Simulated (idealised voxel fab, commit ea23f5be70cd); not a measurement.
process module | voxel self aligned contacts
cross-section cut | 205 nm wide | cells 5 nm
A cross-section is a grid of square cells, given in bands from the top down. A band is one or more rows of cells.
Each band's line starts with the height of the band's top and of its bottom, in nm. Then come its materials from left to right, each with its width in nm. One material with "throughout" fills the band from edge to edge. "air" is empty space.
Height 0 is the level under which the wafer as received is all one material. The lowest band goes on downwards, as in "0 down".
A width such as "30 to 40" changes by the same amount from each row of cells to the next, from the band's top row to its bottom row.
"no change" after a step means that no cell of the cross-section changed.
closed voids: empty space of 8 cells or more with no open way to the top, each as width x height at its distance from the left edge, in nm
after a step's settings: what the simulator itself notes on the step
overlay nm, on a step with a mask: how far to the right of its planned place the mask lay; to the left if negative
Each pair below shows a cross-section before one step and the cross-section after it, down to the lowest band that changed. The line under each pair gives the step between them, with its settings. The pairs can come from different runs of this module on the same starting wafer, so a pair continues from the pair above only where its "before" says so.
before
  0 down: Si throughout
  closed voids: none
after
  0 to -5: SiO2 throughout
  below -5: unchanged
  closed voids: none
the step between: op OXIDIZE | depth nm 5
before: the cross-section after the pair above
after
  20 to 0: polySi throughout
  below 0: unchanged
  closed voids: none
the step between: op DIRECTIONAL_DEP | material polySi | thk nm 20
before: the cross-section after the pair above
after
  40 to 20: SiN throughout
  below 20: unchanged
  closed voids: none
the step between: op DIRECTIONAL_DEP | material SiN | thk nm 20
before: the cross-section after the pair above
after
  60 to 40: air 20 | resist 35 | air 30 | resist 35 | air 30 | resist 35 | air 20
  below 40: unchanged
  closed voids: none
the step between: op PATTERN | tone cover | mask id GATE | material resist | width nm 35 | pitch nm 65 | thk nm 20 | overlay nm 0
before: the cross-section after the pair above
after
  60 to 40: air 20 | resist 35 | air 30 | resist 35 | air 30 | resist 35 | air 20
  40 to 20: air 20 | SiN 35 | air 30 | SiN 35 | air 30 | SiN 35 | air 20
  below 20: unchanged
  closed voids: none
the step between: op DIRECTIONAL_ETCH | etch materials SiN | depth nm 20
before: the cross-section after the pair above
after
  60 to 40: air 20 | resist 35 | air 30 | resist 35 | air 30 | resist 35 | air 20
  40 to 20: air 20 | SiN 35 | air 30 | SiN 35 | air 30 | SiN 35 | air 20
  20 to 0: air 20 | polySi 35 | air 30 | polySi 35 | air 30 | polySi 35 | air 20
  below 0: unchanged
  closed voids: none
the step between: op DIRECTIONAL_ETCH | etch materials polySi | depth nm 20
before: the cross-section after the pair above
after
  40 to 20: air 20 | SiN 35 | air 30 | SiN 35 | air 30 | SiN 35 | air 20
  below 20: unchanged
  closed voids: none
the step between: op STRIP | etch materials resist
before: the cross-section after the pair above
after
  45 to 20: air 15 | SiN 45 | air 20 | SiN 45 | air 20 | SiN 45 | air 15
  20 to 5: air 15 | SiN 5 | polySi 35 | SiN 5 | air 20 | SiN 5 | polySi 35 | SiN 5 | air 20 | SiN 5 | polySi 35 | SiN 5 | air 15
  5 to 0: SiN 20 | polySi 35 | SiN 30 | polySi 35 | SiN 30 | polySi 35 | SiN 20
  below 0: unchanged
  closed voids: none
the step between: op CONFORMAL_DEP | material SiN | thk nm 5
before: the cross-section after the pair above
after
  40 to 20: air 15 | SiN 45 | air 20 | SiN 45 | air 20 | SiN 45 | air 15
  20 to 0: air 15 | SiN 5 | polySi 35 | SiN 5 | air 20 | SiN 5 | polySi 35 | SiN 5 | air 20 | SiN 5 | polySi 35 | SiN 5 | air 15
  below 0: unchanged
  closed voids: none
the step between: op DIRECTIONAL_ETCH | etch materials SiN | depth nm 5
before: the cross-section after the pair above
after
  55 to 40: SiO2 throughout
  40 to 20: SiO2 15 | SiN 45 | SiO2 20 | SiN 45 | SiO2 20 | SiN 45 | SiO2 15
  20 to 0: SiO2 15 | SiN 5 | polySi 35 | SiN 5 | SiO2 20 | SiN 5 | polySi 35 | SiN 5 | SiO2 20 | SiN 5 | polySi 35 | SiN 5 | SiO2 15
  below 0: unchanged
  closed voids: none
the step between: op FILL_DEP | material SiO2 | thk nm 15
before: the cross-section after the pair above
after
  50 to 40: SiO2 throughout
  below 40: unchanged
  closed voids: none
the step between: op CMP | height nm 50
before: the cross-section after the pair above
after
  65 to 50: resist 50 | air 40 | resist 25 | air 40 | resist 50
  below 50: unchanged
  closed voids: none
the step between: op PATTERN | tone open | mask id CONTACT | material resist | width nm 40 | pitch nm 65 | thk nm 15 | overlay nm 0
before: the cross-section after the pair above
after
  65 to 50: resist 50 | air 40 | resist 25 | air 40 | resist 50
  50 to 40: SiO2 50 | air 40 | SiO2 25 | air 40 | SiO2 50
  40 to 20: SiO2 15 | SiN 45 | air 20 | SiN 45 | air 20 | SiN 45 | SiO2 15
  20 to 0: SiO2 15 | SiN 5 | polySi 35 | SiN 5 | air 20 | SiN 5 | polySi 35 | SiN 5 | air 20 | SiN 5 | polySi 35 | SiN 5 | SiO2 15
  0 to -5: SiO2 60 | air 20 | SiO2 45 | air 20 | SiO2 60
  below -5: unchanged
  closed voids: none
the step between: op DIRECTIONAL_ETCH | etch materials SiO2 | depth nm 55
before: the cross-section after the pair above
after
  50 to 40: SiO2 50 | air 40 | SiO2 25 | air 40 | SiO2 50
  below 40: unchanged
  closed voids: none
the step between: op STRIP | etch materials resist
before: the cross-section after the pair above
after
  55 to 50: TiN 55 | air 30 | TiN 35 | air 30 | TiN 55
  50 to 40: SiO2 50 | TiN 5 to 15 | air 30 to 10 | TiN 5 to 15 | SiO2 25 | TiN 5 to 15 | air 30 to 10 | TiN 5 to 15 | SiO2 50
  40 to 20: SiO2 15 | SiN 45 | TiN 5 | air 10 | TiN 5 | SiN 45 | TiN 5 | air 10 | TiN 5 | SiN 45 | SiO2 15
  20 to 0: SiO2 15 | SiN 5 | polySi 35 | SiN 5 | TiN 5 | air 10 | TiN 5 | SiN 5 | polySi 35 | SiN 5 | TiN 5 | air 10 | TiN 5 | SiN 5 | polySi 35 | SiN 5 | SiO2 15
  0 to -5: SiO2 60 | TiN 20 | SiO2 45 | TiN 20 | SiO2 60
  below -5: unchanged
  closed voids: none
the step between: op CONFORMAL_DEP | material TiN | thk nm 5
before: the cross-section after the pair above
after
  60 to 55: W throughout
  55 to 50: TiN 55 | W 30 | TiN 35 | W 30 | TiN 55
  50 to 40: SiO2 50 | TiN 5 to 15 | W 30 to 10 | TiN 5 to 15 | SiO2 25 | TiN 5 to 15 | W 30 to 10 | TiN 5 to 15 | SiO2 50
  40 to 20: SiO2 15 | SiN 45 | TiN 5 | W 10 | TiN 5 | SiN 45 | TiN 5 | W 10 | TiN 5 | SiN 45 | SiO2 15
  20 to 0: SiO2 15 | SiN 5 | polySi 35 | SiN 5 | TiN 5 | W 10 | TiN 5 | SiN 5 | polySi 35 | SiN 5 | TiN 5 | W 10 | TiN 5 | SiN 5 | polySi 35 | SiN 5 | SiO2 15
  below 0: unchanged
  closed voids: none
the step between: op FILL_DEP | material W | thk nm 5
before: the cross-section after the pair above
after
  50 to 40: SiO2 50 | TiN 5 to 15 | W 30 to 10 | TiN 5 to 15 | SiO2 25 | TiN 5 to 15 | W 30 to 10 | TiN 5 to 15 | SiO2 50
  below 40: unchanged
  closed voids: none
the step between: op CMP | height nm 50
before: the cross-section after the pair above
after
  55 to 50: SiN throughout
  below 50: unchanged
  closed voids: none
the step between: op CONFORMAL_DEP | material SiN | thk nm 5
before
  40 to 20: air 20 | SiN 35 | air 30 | SiN 35 | air 30 | SiN 35 | air 20
  20 to 0: air 20 | polySi 35 | air 30 | polySi 35 | air 30 | polySi 35 | air 20
  0 to -5: SiO2 throughout
  -5 down: Si throughout
  closed voids: none
after
  35 to 20: air 20 | SiN 35 | air 30 | SiN 35 | air 30 | SiN 35 | air 20
  below 20: unchanged
  closed voids: none
the step between: op DIRECTIONAL_ETCH | etch materials SiN | depth nm 5
before: the cross-section after the pair above
after
  50 to 35: SiO2 throughout
  35 to 20: SiO2 20 | SiN 35 | SiO2 30 | SiN 35 | SiO2 30 | SiN 35 | SiO2 20
  20 to 0: SiO2 20 | polySi 35 | SiO2 30 | polySi 35 | SiO2 30 | polySi 35 | SiO2 20
  below 0: unchanged
  closed voids: none
the step between: op FILL_DEP | material SiO2 | thk nm 15
before: the cross-section after the pair above
after
  65 to 50: resist 50 | air 40 | resist 25 | air 40 | resist 50
  below 50: unchanged
  closed voids: none
the step between: op PATTERN | tone open | mask id CONTACT | material resist | width nm 40 | pitch nm 65 | thk nm 15 | overlay nm 0
before: the cross-section after the pair above
after
  65 to 50: resist 50 | air 40 | resist 25 | air 40 | resist 50
  50 to 35: SiO2 50 | air 40 | SiO2 25 | air 40 | SiO2 50
  35 to 20: SiO2 20 | SiN 35 | air 30 | SiN 35 | air 30 | SiN 35 | SiO2 20
  20 to 0: SiO2 20 | polySi 35 | air 30 | polySi 35 | air 30 | polySi 35 | SiO2 20
  0 to -5: SiO2 55 | air 30 | SiO2 35 | air 30 | SiO2 55
  below -5: unchanged
  closed voids: none
the step between: op DIRECTIONAL_ETCH | etch materials SiO2 | depth nm 55
before: the cross-section after the pair above
after
  50 to 35: SiO2 50 | air 40 | SiO2 25 | air 40 | SiO2 50
  below 35: unchanged
  closed voids: none
the step between: op STRIP | etch materials resist
before: the cross-section after the pair above
after
  55 to 50: TiN 55 | air 30 | TiN 35 | air 30 | TiN 55
  50 to 40: SiO2 50 | TiN 5 | air 30 | TiN 5 | SiO2 25 | TiN 5 | air 30 | TiN 5 | SiO2 50
  40 to 35: SiO2 50 | TiN 10 | air 20 | TiN 10 | SiO2 25 | TiN 10 | air 20 | TiN 10 | SiO2 50
  35 to 20: SiO2 20 | SiN 35 | TiN 5 | air 20 | TiN 5 | SiN 35 | TiN 5 | air 20 | TiN 5 | SiN 35 | SiO2 20
  20 to 0: SiO2 20 | polySi 35 | TiN 5 | air 20 | TiN 5 | polySi 35 | TiN 5 | air 20 | TiN 5 | polySi 35 | SiO2 20
  0 to -5: SiO2 55 | TiN 30 | SiO2 35 | TiN 30 | SiO2 55
  below -5: unchanged
  closed voids: none
the step between: op CONFORMAL_DEP | material TiN | thk nm 5
before: the cross-section after the pair above
after
  60 to 55: W throughout
  55 to 50: TiN 55 | W 30 | TiN 35 | W 30 | TiN 55
  50 to 40: SiO2 50 | TiN 5 | W 30 | TiN 5 | SiO2 25 | TiN 5 | W 30 | TiN 5 | SiO2 50
  40 to 35: SiO2 50 | TiN 10 | W 20 | TiN 10 | SiO2 25 | TiN 10 | W 20 | TiN 10 | SiO2 50
  35 to 20: SiO2 20 | SiN 35 | TiN 5 | W 20 | TiN 5 | SiN 35 | TiN 5 | W 20 | TiN 5 | SiN 35 | SiO2 20
  20 to 0: SiO2 20 | polySi 35 | TiN 5 | W 20 | TiN 5 | polySi 35 | TiN 5 | W 20 | TiN 5 | polySi 35 | SiO2 20
  below 0: unchanged
  closed voids: none
the step between: op FILL_DEP | material W | thk nm 5
before: the cross-section after the pair above
after
  50 to 40: SiO2 50 | TiN 5 | W 30 | TiN 5 | SiO2 25 | TiN 5 | W 30 | TiN 5 | SiO2 50
  below 40: unchanged
  closed voids: none
the step between: op CMP | height nm 50
before: the cross-section after the pair above
after
  55 to 50: SiN throughout
  below 50: unchanged
  closed voids: none
the step between: op CONFORMAL_DEP | material SiN | thk nm 5
before
  20 to 0: polySi throughout
  0 to -5: SiO2 throughout
  -5 down: Si throughout
  closed voids: none
after
  40 to 0: polySi throughout
  below 0: unchanged
  closed voids: none
the step between: op DIRECTIONAL_DEP | material polySi | thk nm 20
before: the cross-section after the pair above
after
  60 to 40: SiN throughout
  below 40: unchanged
  closed voids: none
the step between: op DIRECTIONAL_DEP | material SiN | thk nm 20
before: the cross-section after the pair above
after
  80 to 60: air 20 | resist 35 | air 30 | resist 35 | air 30 | resist 35 | air 20
  below 60: unchanged
  closed voids: none
the step between: op PATTERN | tone cover | mask id GATE | material resist | width nm 35 | pitch nm 65 | thk nm 20 | overlay nm 0
before: the cross-section after the pair above
after
  80 to 60: air 20 | resist 35 | air 30 | resist 35 | air 30 | resist 35 | air 20
  60 to 40: air 20 | SiN 35 | air 30 | SiN 35 | air 30 | SiN 35 | air 20
  below 40: unchanged
  closed voids: none
the step between: op DIRECTIONAL_ETCH | etch materials SiN | depth nm 20
before: the cross-section after the pair above
after
  80 to 60: air 20 | resist 35 | air 30 | resist 35 | air 30 | resist 35 | air 20
  60 to 40: air 20 | SiN 35 | air 30 | SiN 35 | air 30 | SiN 35 | air 20
  40 to 20: air 20 | polySi 35 | air 30 | polySi 35 | air 30 | polySi 35 | air 20
  below 20: unchanged
  closed voids: none
the step between: op DIRECTIONAL_ETCH | etch materials polySi | depth nm 20
before: the cross-section after the pair above
after
  60 to 40: air 20 | SiN 35 | air 30 | SiN 35 | air 30 | SiN 35 | air 20
  below 40: unchanged
  closed voids: none
the step between: op STRIP | etch materials resist
before: the cross-section after the pair above
after
  65 to 40: air 15 | SiN 45 | air 20 | SiN 45 | air 20 | SiN 45 | air 15
  40 to 25: air 15 | SiN 5 | polySi 35 | SiN 5 | air 20 | SiN 5 | polySi 35 | SiN 5 | air 20 | SiN 5 | polySi 35 | SiN 5 | air 15
  25 to 20: SiN 20 | polySi 35 | SiN 30 | polySi 35 | SiN 30 | polySi 35 | SiN 20
  below 20: unchanged
  closed voids: none
the step between: op CONFORMAL_DEP | material SiN | thk nm 5
before: the cross-section after the pair above
after
  60 to 40: air 15 | SiN 45 | air 20 | SiN 45 | air 20 | SiN 45 | air 15
  40 to 20: air 15 | SiN 5 | polySi 35 | SiN 5 | air 20 | SiN 5 | polySi 35 | SiN 5 | air 20 | SiN 5 | polySi 35 | SiN 5 | air 15
  below 20: unchanged
  closed voids: none
the step between: op DIRECTIONAL_ETCH | etch materials SiN | depth nm 5
before: the cross-section after the pair above
after
  75 to 60: SiO2 throughout
  60 to 40: SiO2 15 | SiN 45 | SiO2 20 | SiN 45 | SiO2 20 | SiN 45 | SiO2 15
  40 to 20: SiO2 15 | SiN 5 | polySi 35 | SiN 5 | SiO2 20 | SiN 5 | polySi 35 | SiN 5 | SiO2 20 | SiN 5 | polySi 35 | SiN 5 | SiO2 15
  below 20: unchanged
  closed voids: none
the step between: op FILL_DEP | material SiO2 | thk nm 15
before: the cross-section after the pair above
after
  50 to 40: SiO2 15 | SiN 45 | SiO2 20 | SiN 45 | SiO2 20 | SiN 45 | SiO2 15
  below 40: unchanged
  closed voids: none
the step between: op CMP | height nm 50
before: the cross-section after the pair above
after
  65 to 50: resist 50 | air 40 | resist 25 | air 40 | resist 50
  below 50: unchanged
  closed voids: none
the step between: op PATTERN | tone open | mask id CONTACT | material resist | width nm 40 | pitch nm 65 | thk nm 15 | overlay nm 0
before: the cross-section after the pair above
after
  65 to 50: resist 50 | air 40 | resist 25 | air 40 | resist 50
  50 to 40: SiO2 15 | SiN 45 | air 20 | SiN 45 | air 20 | SiN 45 | SiO2 15
  40 to 20: SiO2 15 | SiN 5 | polySi 35 | SiN 5 | air 20 | SiN 5 | polySi 35 | SiN 5 | air 20 | SiN 5 | polySi 35 | SiN 5 | SiO2 15
  below 20: unchanged
  closed voids: none
the step between: op DIRECTIONAL_ETCH | etch materials SiO2 | depth nm 55
before: the cross-section after the pair above
after
  50 to 40: SiO2 15 | SiN 45 | air 20 | SiN 45 | air 20 | SiN 45 | SiO2 15
  below 40: unchanged
  closed voids: none
the step between: op STRIP | etch materials resist
before: the cross-section after the pair above
after
  55 to 50: TiN 65 | air 10 | TiN 55 | air 10 | TiN 65
  50 to 40: SiO2 15 | SiN 45 | TiN 5 | air 10 | TiN 5 | SiN 45 | TiN 5 | air 10 | TiN 5 | SiN 45 | SiO2 15
  40 to 25: SiO2 15 | SiN 5 | polySi 35 | SiN 5 | TiN 5 | air 10 | TiN 5 | SiN 5 | polySi 35 | SiN 5 | TiN 5 | air 10 | TiN 5 | SiN 5 | polySi 35 | SiN 5 | SiO2 15
  25 to 20: SiO2 15 | SiN 5 | polySi 35 | SiN 5 | TiN 20 | SiN 5 | polySi 35 | SiN 5 | TiN 20 | SiN 5 | polySi 35 | SiN 5 | SiO2 15
  below 20: unchanged
  closed voids: none
the step between: op CONFORMAL_DEP | material TiN | thk nm 5
before: the cross-section after the pair above
after
  60 to 55: W throughout
  55 to 50: TiN 65 | W 10 | TiN 55 | W 10 | TiN 65
  50 to 40: SiO2 15 | SiN 45 | TiN 5 | W 10 | TiN 5 | SiN 45 | TiN 5 | W 10 | TiN 5 | SiN 45 | SiO2 15
  40 to 25: SiO2 15 | SiN 5 | polySi 35 | SiN 5 | TiN 5 | W 10 | TiN 5 | SiN 5 | polySi 35 | SiN 5 | TiN 5 | W 10 | TiN 5 | SiN 5 | polySi 35 | SiN 5 | SiO2 15
  below 25: unchanged
  closed voids: none
the step between: op FILL_DEP | material W | thk nm 5
before: the cross-section after the pair above
after
  50 to 40: SiO2 15 | SiN 45 | TiN 5 | W 10 | TiN 5 | SiN 45 | TiN 5 | W 10 | TiN 5 | SiN 45 | SiO2 15
  below 40: unchanged
  closed voids: none
the step between: op CMP | height nm 50
before: the cross-section after the pair above
after
  55 to 50: SiN throughout
  below 50: unchanged
  closed voids: none
the step between: op CONFORMAL_DEP | material SiN | thk nm 5
before
  35 to 20: air 20 | SiN 35 | air 30 | SiN 35 | air 30 | SiN 35 | air 20
  20 to 0: air 20 | polySi 35 | air 30 | polySi 35 | air 30 | polySi 35 | air 20
  0 to -5: SiO2 throughout
  -5 down: Si throughout
  closed voids: none
after
  40 to 20: air 15 | SiN 45 | air 20 | SiN 45 | air 20 | SiN 45 | air 15
  20 to 5: air 15 | SiN 5 | polySi 35 | SiN 5 | air 20 | SiN 5 | polySi 35 | SiN 5 | air 20 | SiN 5 | polySi 35 | SiN 5 | air 15
  5 to 0: SiN 20 | polySi 35 | SiN 30 | polySi 35 | SiN 30 | polySi 35 | SiN 20
  below 0: unchanged
  closed voids: none
the step between: op CONFORMAL_DEP | material SiN | thk nm 5
before: the cross-section after the pair above
after
  55 to 40: SiO2 throughout
  40 to 20: SiO2 15 | SiN 45 | SiO2 20 | SiN 45 | SiO2 20 | SiN 45 | SiO2 15
  20 to 5: SiO2 15 | SiN 5 | polySi 35 | SiN 5 | SiO2 20 | SiN 5 | polySi 35 | SiN 5 | SiO2 20 | SiN 5 | polySi 35 | SiN 5 | SiO2 15
  below 5: unchanged
  closed voids: none
the step between: op FILL_DEP | material SiO2 | thk nm 15
before: the cross-section after the pair above
after
  50 to 40: SiO2 throughout
  below 40: unchanged
  closed voids: none
the step between: op CMP | height nm 50
before: the cross-section after the pair above
after
  65 to 50: resist 50 | air 40 | resist 25 | air 40 | resist 50
  below 50: unchanged
  closed voids: none
the step between: op PATTERN | tone open | mask id CONTACT | material resist | width nm 40 | pitch nm 65 | thk nm 15 | overlay nm 0
before: the cross-section after the pair above
after
  65 to 50: resist 50 | air 40 | resist 25 | air 40 | resist 50
  50 to 40: SiO2 50 | air 40 | SiO2 25 | air 40 | SiO2 50
  40 to 20: SiO2 15 | SiN 45 | air 20 | SiN 45 | air 20 | SiN 45 | SiO2 15
  20 to 5: SiO2 15 | SiN 5 | polySi 35 | SiN 5 | air 20 | SiN 5 | polySi 35 | SiN 5 | air 20 | SiN 5 | polySi 35 | SiN 5 | SiO2 15
  below 5: unchanged
  closed voids: none
the step between: op DIRECTIONAL_ETCH | etch materials SiO2 | depth nm 55
before: the cross-section after the pair above
after
  50 to 40: SiO2 50 | air 40 | SiO2 25 | air 40 | SiO2 50
  below 40: unchanged
  closed voids: none
the step between: op STRIP | etch materials resist
before: the cross-section after the pair above
after
  55 to 50: TiN 55 | air 30 | TiN 35 | air 30 | TiN 55
  50 to 40: SiO2 50 | TiN 5 to 15 | air 30 to 10 | TiN 5 to 15 | SiO2 25 | TiN 5 to 15 | air 30 to 10 | TiN 5 to 15 | SiO2 50
  40 to 20: SiO2 15 | SiN 45 | TiN 5 | air 10 | TiN 5 | SiN 45 | TiN 5 | air 10 | TiN 5 | SiN 45 | SiO2 15
  20 to 10: SiO2 15 | SiN 5 | polySi 35 | SiN 5 | TiN 5 | air 10 | TiN 5 | SiN 5 | polySi 35 | SiN 5 | TiN 5 | air 10 | TiN 5 | SiN 5 | polySi 35 | SiN 5 | SiO2 15
  10 to 5: SiO2 15 | SiN 5 | polySi 35 | SiN 5 | TiN 20 | SiN 5 | polySi 35 | SiN 5 | TiN 20 | SiN 5 | polySi 35 | SiN 5 | SiO2 15
  below 5: unchanged
  closed voids: none
the step between: op CONFORMAL_DEP | material TiN | thk nm 5
before: the cross-section after the pair above
after
  60 to 55: W throughout
  55 to 50: TiN 55 | W 30 | TiN 35 | W 30 | TiN 55
  50 to 40: SiO2 50 | TiN 5 to 15 | W 30 to 10 | TiN 5 to 15 | SiO2 25 | TiN 5 to 15 | W 30 to 10 | TiN 5 to 15 | SiO2 50
  40 to 20: SiO2 15 | SiN 45 | TiN 5 | W 10 | TiN 5 | SiN 45 | TiN 5 | W 10 | TiN 5 | SiN 45 | SiO2 15
  20 to 10: SiO2 15 | SiN 5 | polySi 35 | SiN 5 | TiN 5 | W 10 | TiN 5 | SiN 5 | polySi 35 | SiN 5 | TiN 5 | W 10 | TiN 5 | SiN 5 | polySi 35 | SiN 5 | SiO2 15
  below 10: unchanged
  closed voids: none
the step between: op FILL_DEP | material W | thk nm 5
before: the cross-section after the pair above
after
  50 to 40: SiO2 50 | TiN 5 to 15 | W 30 to 10 | TiN 5 to 15 | SiO2 25 | TiN 5 to 15 | W 30 to 10 | TiN 5 to 15 | SiO2 50
  below 40: unchanged
  closed voids: none
the step between: op CMP | height nm 50
before: the cross-section after the pair above
after
  55 to 50: SiN throughout
  below 50: unchanged
  closed voids: none
the step between: op CONFORMAL_DEP | material SiN | thk nm 5
before
  0 down: Si throughout
  closed voids: none
after
  0 to -15: SiO2 throughout
  below -15: unchanged
  closed voids: none
the step between: op OXIDIZE | depth nm 15
before: the cross-section after the pair above
after
  20 to 0: polySi throughout
  below 0: unchanged
  closed voids: none
the step between: op DIRECTIONAL_DEP | material polySi | thk nm 20
before: the cross-section after the pair above
after
  40 to 20: SiN throughout
  below 20: unchanged
  closed voids: none
the step between: op DIRECTIONAL_DEP | material SiN | thk nm 20
before: the cross-section after the pair above
after
  60 to 40: air 20 | resist 35 | air 30 | resist 35 | air 30 | resist 35 | air 20
  below 40: unchanged
  closed voids: none
the step between: op PATTERN | tone cover | mask id GATE | material resist | width nm 35 | pitch nm 65 | thk nm 20 | overlay nm 0
before: the cross-section after the pair above
after
  60 to 40: air 20 | resist 35 | air 30 | resist 35 | air 30 | resist 35 | air 20
  40 to 20: air 20 | SiN 35 | air 30 | SiN 35 | air 30 | SiN 35 | air 20
  below 20: unchanged
  closed voids: none
the step between: op DIRECTIONAL_ETCH | etch materials SiN | depth nm 20
before: the cross-section after the pair above
after
  60 to 40: air 20 | resist 35 | air 30 | resist 35 | air 30 | resist 35 | air 20
  40 to 20: air 20 | SiN 35 | air 30 | SiN 35 | air 30 | SiN 35 | air 20
  20 to 0: air 20 | polySi 35 | air 30 | polySi 35 | air 30 | polySi 35 | air 20
  below 0: unchanged
  closed voids: none
the step between: op DIRECTIONAL_ETCH | etch materials polySi | depth nm 20
before: the cross-section after the pair above
after
  40 to 20: air 20 | SiN 35 | air 30 | SiN 35 | air 30 | SiN 35 | air 20
  below 20: unchanged
  closed voids: none
the step between: op STRIP | etch materials resist
before: the cross-section after the pair above
after
  45 to 20: air 15 | SiN 45 | air 20 | SiN 45 | air 20 | SiN 45 | air 15
  20 to 5: air 15 | SiN 5 | polySi 35 | SiN 5 | air 20 | SiN 5 | polySi 35 | SiN 5 | air 20 | SiN 5 | polySi 35 | SiN 5 | air 15
  5 to 0: SiN 20 | polySi 35 | SiN 30 | polySi 35 | SiN 30 | polySi 35 | SiN 20
  below 0: unchanged
  closed voids: none
the step between: op CONFORMAL_DEP | material SiN | thk nm 5
before: the cross-section after the pair above
after
  40 to 20: air 15 | SiN 45 | air 20 | SiN 45 | air 20 | SiN 45 | air 15
  20 to 0: air 15 | SiN 5 | polySi 35 | SiN 5 | air 20 | SiN 5 | polySi 35 | SiN 5 | air 20 | SiN 5 | polySi 35 | SiN 5 | air 15
  below 0: unchanged
  closed voids: none
the step between: op DIRECTIONAL_ETCH | etch materials SiN | depth nm 5
before: the cross-section after the pair above
after
  55 to 40: SiO2 throughout
  40 to 20: SiO2 15 | SiN 45 | SiO2 20 | SiN 45 | SiO2 20 | SiN 45 | SiO2 15
  20 to 0: SiO2 15 | SiN 5 | polySi 35 | SiN 5 | SiO2 20 | SiN 5 | polySi 35 | SiN 5 | SiO2 20 | SiN 5 | polySi 35 | SiN 5 | SiO2 15
  below 0: unchanged
  closed voids: none
the step between: op FILL_DEP | material SiO2 | thk nm 15
before: the cross-section after the pair above
after
  50 to 40: SiO2 throughout
  below 40: unchanged
  closed voids: none
the step between: op CMP | height nm 50
before: the cross-section after the pair above
after
  65 to 50: resist 50 | air 40 | resist 25 | air 40 | resist 50
  below 50: unchanged
  closed voids: none
the step between: op PATTERN | tone open | mask id CONTACT | material resist | width nm 40 | pitch nm 65 | thk nm 15 | overlay nm 0
before: the cross-section after the pair above
after
  65 to 50: resist 50 | air 40 | resist 25 | air 40 | resist 50
  50 to 40: SiO2 50 | air 40 | SiO2 25 | air 40 | SiO2 50
  40 to 20: SiO2 15 | SiN 45 | air 20 | SiN 45 | air 20 | SiN 45 | SiO2 15
  20 to 0: SiO2 15 | SiN 5 | polySi 35 | SiN 5 | air 20 | SiN 5 | polySi 35 | SiN 5 | air 20 | SiN 5 | polySi 35 | SiN 5 | SiO2 15
  0 to -5: SiO2 60 | air 20 | SiO2 45 | air 20 | SiO2 60
  below -5: unchanged
  closed voids: none
the step between: op DIRECTIONAL_ETCH | etch materials SiO2 | depth nm 55
before: the cross-section after the pair above
after
  50 to 40: SiO2 50 | air 40 | SiO2 25 | air 40 | SiO2 50
  below 40: unchanged
  closed voids: none
the step between: op STRIP | etch materials resist
before: the cross-section after the pair above
after
  55 to 50: TiN 55 | air 30 | TiN 35 | air 30 | TiN 55
  50 to 40: SiO2 50 | TiN 5 to 15 | air 30 to 10 | TiN 5 to 15 | SiO2 25 | TiN 5 to 15 | air 30 to 10 | TiN 5 to 15 | SiO2 50
  40 to 20: SiO2 15 | SiN 45 | TiN 5 | air 10 | TiN 5 | SiN 45 | TiN 5 | air 10 | TiN 5 | SiN 45 | SiO2 15
  20 to 0: SiO2 15 | SiN 5 | polySi 35 | SiN 5 | TiN 5 | air 10 | TiN 5 | SiN 5 | polySi 35 | SiN 5 | TiN 5 | air 10 | TiN 5 | SiN 5 | polySi 35 | SiN 5 | SiO2 15
  0 to -5: SiO2 60 | TiN 20 | SiO2 45 | TiN 20 | SiO2 60
  below -5: unchanged
  closed voids: none
the step between: op CONFORMAL_DEP | material TiN | thk nm 5
before: the cross-section after the pair above
after
  60 to 55: W throughout
  55 to 50: TiN 55 | W 30 | TiN 35 | W 30 | TiN 55
  50 to 40: SiO2 50 | TiN 5 to 15 | W 30 to 10 | TiN 5 to 15 | SiO2 25 | TiN 5 to 15 | W 30 to 10 | TiN 5 to 15 | SiO2 50
  40 to 20: SiO2 15 | SiN 45 | TiN 5 | W 10 | TiN 5 | SiN 45 | TiN 5 | W 10 | TiN 5 | SiN 45 | SiO2 15
  20 to 0: SiO2 15 | SiN 5 | polySi 35 | SiN 5 | TiN 5 | W 10 | TiN 5 | SiN 5 | polySi 35 | SiN 5 | TiN 5 | W 10 | TiN 5 | SiN 5 | polySi 35 | SiN 5 | SiO2 15
  below 0: unchanged
  closed voids: none
the step between: op FILL_DEP | material W | thk nm 5
before: the cross-section after the pair above
after
  50 to 40: SiO2 50 | TiN 5 to 15 | W 30 to 10 | TiN 5 to 15 | SiO2 25 | TiN 5 to 15 | W 30 to 10 | TiN 5 to 15 | SiO2 50
  below 40: unchanged
  closed voids: none
the step between: op CMP | height nm 50
before: the cross-section after the pair above
after
  55 to 50: SiN throughout
  below 50: unchanged
  closed voids: none
the step between: op CONFORMAL_DEP | material SiN | thk nm 5
before
  50 to 40: SiO2 throughout
  40 to 20: SiO2 15 | SiN 45 | SiO2 20 | SiN 45 | SiO2 20 | SiN 45 | SiO2 15
  20 to 0: SiO2 15 | SiN 5 | polySi 35 | SiN 5 | SiO2 20 | SiN 5 | polySi 35 | SiN 5 | SiO2 20 | SiN 5 | polySi 35 | SiN 5 | SiO2 15
  0 to -5: SiO2 throughout
  -5 down: Si throughout
  closed voids: none
after
  65 to 50: resist 55 | air 30 | resist 35 | air 30 | resist 55
  below 50: unchanged
  closed voids: none
the step between: op PATTERN | tone open | mask id CONTACT | material resist | width nm 30 | pitch nm 65 | thk nm 15 | overlay nm 0
before: the cross-section after the pair above
after
  65 to 50: resist 55 | air 30 | resist 35 | air 30 | resist 55
  50 to 40: SiO2 55 | air 30 | SiO2 35 | air 30 | SiO2 55
  40 to 20: SiO2 15 | SiN 45 | air 20 | SiN 45 | air 20 | SiN 45 | SiO2 15
  20 to 0: SiO2 15 | SiN 5 | polySi 35 | SiN 5 | air 20 | SiN 5 | polySi 35 | SiN 5 | air 20 | SiN 5 | polySi 35 | SiN 5 | SiO2 15
  0 to -5: SiO2 60 | air 20 | SiO2 45 | air 20 | SiO2 60
  below -5: unchanged
  closed voids: none
the step between: op DIRECTIONAL_ETCH | etch materials SiO2 | depth nm 55
before: the cross-section after the pair above
after
  50 to 40: SiO2 55 | air 30 | SiO2 35 | air 30 | SiO2 55
  below 40: unchanged
  closed voids: none
the step between: op STRIP | etch materials resist
before: the cross-section after the pair above
after
  55 to 50: TiN 60 | air 20 | TiN 45 | air 20 | TiN 60
  50 to 40: SiO2 55 | TiN 5 to 10 | air 20 to 10 | TiN 5 to 10 | SiO2 35 | TiN 5 to 10 | air 20 to 10 | TiN 5 to 10 | SiO2 55
  40 to 20: SiO2 15 | SiN 45 | TiN 5 | air 10 | TiN 5 | SiN 45 | TiN 5 | air 10 | TiN 5 | SiN 45 | SiO2 15
  20 to 0: SiO2 15 | SiN 5 | polySi 35 | SiN 5 | TiN 5 | air 10 | TiN 5 | SiN 5 | polySi 35 | SiN 5 | TiN 5 | air 10 | TiN 5 | SiN 5 | polySi 35 | SiN 5 | SiO2 15
  0 to -5: SiO2 60 | TiN 20 | SiO2 45 | TiN 20 | SiO2 60
  below -5: unchanged
  closed voids: none
the step between: op CONFORMAL_DEP | material TiN | thk nm 5
